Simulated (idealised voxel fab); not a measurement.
voxel air gaps: a process module
cross-section cut | 240 nm wide | cells 5 nm
Each cross-section below is a grid of square cells, stated as bands in top-down order, with one or more rows of cells making up each band.
The entry gives the band's vertical extent as a top height and a bottom height in nm, then its horizontal make-up as materials from left to right, each with a width in nm. "empty" stands for empty space; a single material marked "all across" fills the band edge to edge.
The reference from which all heights are counted is 0, the level beneath which the as-received wafer is entirely one material; the lowest band, having no lower bound, proceeds downward and is written after the example "0 down".
Width spec "30..40" -> top row of cells at first value, bottom row at second value, equal per-row change in between.
"nothing altered" -> step changed no cross-section cell.
Closed empty spaces (no open way to the top) of 8 cells or more are what "Sealed internal cavities" lists, each as width x height at distance from the left edge, nm for all three.
Past the settings on a step's line: simulator remark, on that step.
If you see "overlay nm" on a step's line and that step has a mask, it's telling you how far right of where it was planned the mask ended up; a negative number means it went left instead.
PROCESS STEPS - PLAN
1) op RECEIVE | material Si
2) op CONFORMAL_DEP | material SiO2 | thk nm 15
3) op CONFORMAL_DEP | material SiN | thk nm 5
4) op DIRECTIONAL_DEP | material SiO2 | thk nm 30
5) op MASKED_ETCH | tone open | mask id LINES | width nm 25 | pitch nm 55 | etch materials SiO2 | depth nm 30 | overlay nm 0
6) op CONFORMAL_DEP | material TiN | thk nm 5
7) op FILL_DEP | material W | thk nm 5
8) op CMP | height nm 50
9) op EPI | material Ru | thk nm 10
10) op SELECTIVE_ETCH | etch materials SiO2 | depth nm 40
11) op CONFORMAL_DEP | material SiN | thk nm 5
CONCERNING THE FIRST OF TWO WAFERS, WHICH WAS RUN IN ACCORDANCE WITH THE PLAN
CROSS-SECTION: WAFER ON ARRIVAL = AFTER STEP 1
> 0 down: Si all across
> Sealed internal cavities: none
PRESENTED HERE IS A CROSS-SECTION OF THE WAFER AFTER STEP 2 HAS BEEN PERFORMED
> 15 to 0: SiO2 all across
> Below a height of 0, the structure has not been altered.
PRESENTED HERE IS A CROSS-SECTION OF THE WAFER AFTER STEP 3 HAS BEEN PERFORMED
> 20 to 15: SiN all across
> Below a height of 15, the structure has not been altered.
PRESENTED HERE IS A CROSS-SECTION OF THE WAFER AFTER STEP 4 HAS BEEN PERFORMED
> 50 to 20: SiO2 all across
> Below a height of 20, the structure has not been altered.
PRESENTED HERE IS A CROSS-SECTION OF THE WAFER AFTER STEP 5 HAS BEEN PERFORMED
> 50 to 20: SiO2 50 nm; empty 25 nm; SiO2 30 nm; empty 25 nm; SiO2 30 nm; empty 25 nm; SiO2 55 nm
> Below a height of 20, the structure has not been altered.
PRESENTED HERE IS A CROSS-SECTION OF THE WAFER AFTER STEP 6 HAS BEEN PERFORMED
> 55 to 50: TiN 55 nm; empty 15 nm; TiN 40 nm; empty 15 nm; TiN 40 nm; empty 15 nm; TiN 60 nm
> 50 to 25: SiO2 50 nm; TiN 5 nm; empty 15 nm; TiN 5 nm; SiO2 30 nm; TiN 5 nm; empty 15 nm; TiN 5 nm; SiO2 30 nm; TiN 5 nm; empty 15 nm; TiN 5 nm; SiO2 55 nm
> 25 to 20: SiO2 50 nm; TiN 25 nm; SiO2 30 nm; TiN 25 nm; SiO2 30 nm; TiN 25 nm; SiO2 55 nm
> Below a height of 20, the structure has not been altered.
PRESENTED HERE IS A CROSS-SECTION OF THE WAFER AFTER STEP 7 HAS BEEN PERFORMED
> 60 to 55: W all across
> 55 to 50: TiN 55 nm; W 15 nm; TiN 40 nm; W 15 nm; TiN 40 nm; W 15 nm; TiN 60 nm
> 50 to 25: SiO2 50 nm; TiN 5 nm; W 15 nm; TiN 5 nm; SiO2 30 nm; TiN 5 nm; W 15 nm; TiN 5 nm; SiO2 30 nm; TiN 5 nm; W 15 nm; TiN 5 nm; SiO2 55 nm
> Below a height of 25, the structure has not been altered.
PRESENTED HERE IS A CROSS-SECTION OF THE WAFER AFTER STEP 8 HAS BEEN PERFORMED
> 50 to 25: SiO2 50 nm; TiN 5 nm; W 15 nm; TiN 5 nm; SiO2 30 nm; TiN 5 nm; W 15 nm; TiN 5 nm; SiO2 30 nm; TiN 5 nm; W 15 nm; TiN 5 nm; SiO2 55 nm
> Below a height of 25, the structure has not been altered.
PRESENTED HERE IS A CROSS-SECTION OF THE WAFER AFTER STEP 9 HAS BEEN PERFORMED
> 60 to 50: empty 40 nm; Ru 45 nm; empty 10 nm; Ru 45 nm; empty 10 nm; Ru 45 nm; empty 45 nm
> Below a height of 50, the structure has not been altered.
PRESENTED HERE IS A CROSS-SECTION OF THE WAFER AFTER STEP 10 HAS BEEN PERFORMED
> 60 to 50: empty 40 nm; Ru 45 nm; empty 10 nm; Ru 45 nm; empty 10 nm; Ru 45 nm; empty 45 nm
> 50 to 25: empty 50 nm; TiN 5 nm; W 15 nm; TiN 5 nm; empty 30 nm; TiN 5 nm; W 15 nm; TiN 5 nm; empty 30 nm; TiN 5 nm; W 15 nm; TiN 5 nm; empty 55 nm
> 25 to 20: empty 50 nm; TiN 25 nm; empty 30 nm; TiN 25 nm; empty 30 nm; TiN 25 nm; empty 55 nm
> Below a height of 20, the structure has not been altered.
PRESENTED HERE IS A CROSS-SECTION OF THE WAFER AFTER STEP 11 HAS BEEN PERFORMED
> 65 to 60: empty 35 nm; SiN 165 nm; empty 40 nm
> 60 to 50: empty 35 nm; SiN 5 nm; Ru 45 nm; SiN 10 nm; Ru 45 nm; SiN 10 nm; Ru 45 nm; SiN 5 nm; empty 40 nm
> 50 to 45: empty 35 nm; SiN 15 nm; TiN 5 nm; W 15 nm; TiN 5 nm; SiN 30 nm; TiN 5 nm; W 15 nm; TiN 5 nm; SiN 30 nm; TiN 5 nm; W 15 nm; TiN 5 nm; SiN 15 nm; empty 40 nm
> 45 to 25: empty 45 nm; SiN 5 nm; TiN 5 nm; W 15 nm; TiN 5 nm; SiN 5 nm; empty 20 nm; SiN 5 nm; TiN 5 nm; W 15 nm; TiN 5 nm; SiN 5 nm; empty 20 nm; SiN 5 nm; TiN 5 nm; W 15 nm; TiN 5 nm; SiN 5 nm; empty 50 nm
> 25 to 20: SiN 50 nm; TiN 25 nm; SiN 30 nm; TiN 25 nm; SiN 30 nm; TiN 25 nm; SiN 55 nm
> Below a height of 20, the structure has not been altered.
> Sealed internal cavities: 20 x 20 at 80; 20 x 20 at 135
WAFER TWO OF TWO - SAME STARTING POINT, SAME PROCESS PLAN, ONE MISTAKE IN EXECUTION; MATCHES WAFER ONE UP TO AND INCLUDING STEP 8
AT THE PLANNED END OF STEP 9, THE SECOND WAFER IN CROSS-SECTION
> 55 to 50: empty 45 nm; Ru 35 nm; empty 20 nm; Ru 35 nm; empty 20 nm; Ru 35 nm; empty 50 nm
> Below a height of 50, the structure has not been altered.
AT THE PLANNED END OF STEP 10, THE SECOND WAFER IN CROSS-SECTION
> 55 to 50: empty 45 nm; Ru 35 nm; empty 20 nm; Ru 35 nm; empty 20 nm; Ru 35 nm; empty 50 nm
> 50 to 25: empty 50 nm; TiN 5 nm; W 15 nm; TiN 5 nm; empty 30 nm; TiN 5 nm; W 15 nm; TiN 5 nm; empty 30 nm; TiN 5 nm; W 15 nm; TiN 5 nm; empty 55 nm
> 25 to 20: empty 50 nm; TiN 25 nm; empty 30 nm; TiN 25 nm; empty 30 nm; TiN 25 nm; empty 55 nm
> Below a height of 20, the structure has not been altered.
AT THE PLANNED END OF STEP 11, THE SECOND WAFER IN CROSS-SECTION
> 60 to 55: empty 40 nm; SiN 45 nm; empty 10 nm; SiN 45 nm; empty 10 nm; SiN 45 nm; empty 45 nm
> 55 to 50: empty 40 nm; SiN 5 nm; Ru 35 nm; SiN 5 nm; empty 10 nm; SiN 5 nm; Ru 35 nm; SiN 5 nm; empty 10 nm; SiN 5 nm; Ru 35 nm; SiN 5 nm; empty 45 nm
> 50 to 45: empty 40 nm; SiN 10 nm; TiN 5 nm; W 15 nm; TiN 5 nm; SiN 10 nm; empty 10 nm; SiN 10 nm; TiN 5 nm; W 15 nm; TiN 5 nm; SiN 10 nm; empty 10 nm; SiN 10 nm; TiN 5 nm; W 15 nm; TiN 5 nm; SiN 10 nm; empty 45 nm
> 45 to 25: empty 45 nm; SiN 5 nm; TiN 5 nm; W 15 nm; TiN 5 nm; SiN 5 nm; empty 20 nm; SiN 5 nm; TiN 5 nm; W 15 nm; TiN 5 nm; SiN 5 nm; empty 20 nm; SiN 5 nm; TiN 5 nm; W 15 nm; TiN 5 nm; SiN 5 nm; empty 50 nm
> 25 to 20: SiN 50 nm; TiN 25 nm; SiN 30 nm; TiN 25 nm; SiN 30 nm; TiN 25 nm; SiN 55 nm
> Below a height of 20, the structure has not been altered.
What was done differently from what was planned? step 9 deviated from plan and actually ran as op EPI | material Ru | thk nm 5
Final tally in cells, some materials are higher or lower on the second wafer than on the first: Ru -33, SiN -18
In the final state there are 2 closed voids in the first wafer, compared with 0 in the second wafer.
